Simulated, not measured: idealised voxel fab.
process module | voxel fin reveal
The cross-section on display is named cut; it measures 215 nm wide, and its cells are 5 nm squares.
We lay out every cross-section as a grid of square cells and spell it out in bands from the top down, where one band means one or more rows of cells.
What a band's entry tells you: where the top is and where the bottom is, as heights in nm, and after that what lies inside, material by material from left to right, each with its width in nm. Empty space is written as the word "air", and a single material marked with the word "all across" occupies the band from edge to edge.
Measure heights from 0. That's the level where, below it, the as-received wafer is all one material. The lowest band is bottomless and extends downward; write it as in "0 nm and below".
Width "30->40": first value at the band's top row of cells, second value at its bottom row, equal change from row to row.
Take "everything unchanged" at face value: in the step it is given for, the cross-section changed in none of its cells.
The list in "Catalogued sealed voids" covers empty spaces of 8 cells or more that cannot reach the top through any open way, and it gives each as width x height at distance; the distance is from the left edge, and width, height and distance are in nm.
On each step's line, the part that comes after the settings is the simulator's own comment on the step.
overlay nm: mask right of planned place by this much (step with mask). Neg. = left.
Intended process steps:
- 1: RECEIVE: material Si
- 2: CONFORMAL_DEP: material SiN, thk nm 10
- 3: DIRECTIONAL_DEP: material aC, thk nm 5
- 4: PATTERN: tone cover, mask id FINS, material resist, width nm 15, pitch nm 40, thk nm 25, overlay nm 0
- 5: DIRECTIONAL_ETCH: etch materials aC, depth nm 10
- 6: STRIP: etch materials resist
- 7: DIRECTIONAL_ETCH: etch materials SiN, depth nm 10
- 8: DIRECTIONAL_ETCH: etch materials Si, depth nm 30
- 9: STRIP: etch materials aC
- 10: OXIDIZE: depth nm 5
- 11: FILL_DEP: material SiO2, thk nm 10
- 12: CMP: height nm 10
- 13: SELECTIVE_ETCH: etch materials SiO2, depth nm 25
- 14: STRIP: etch materials SiN
What sets these wafers apart? The thk nm at step 3. They all start alike, and the plan carries the first wafer's value.
Step 1 complete: as-received cross-section of the first of several wafers:
  0 nm and below = Si all across
  Catalogued sealed voids: none
Heads up, this table goes wafer by wafer. A row tells you, at the end of the module, how many cells of each material that wafer has put on (+) or dropped (-) since it was received, and then its closed voids:
thk nm 5; -280 Si; +160 SiO2; Catalogued sealed voids: none
thk nm 10; -280 Si; +160 SiO2; Catalogued sealed voids: none
thk nm 15; every cell of the cross-section is unchanged; Catalogued sealed voids: none
thk nm 20; every cell of the cross-section is unchanged; Catalogued sealed voids: none
thk nm 25; every cell of the cross-section is unchanged; Catalogued sealed voids: none
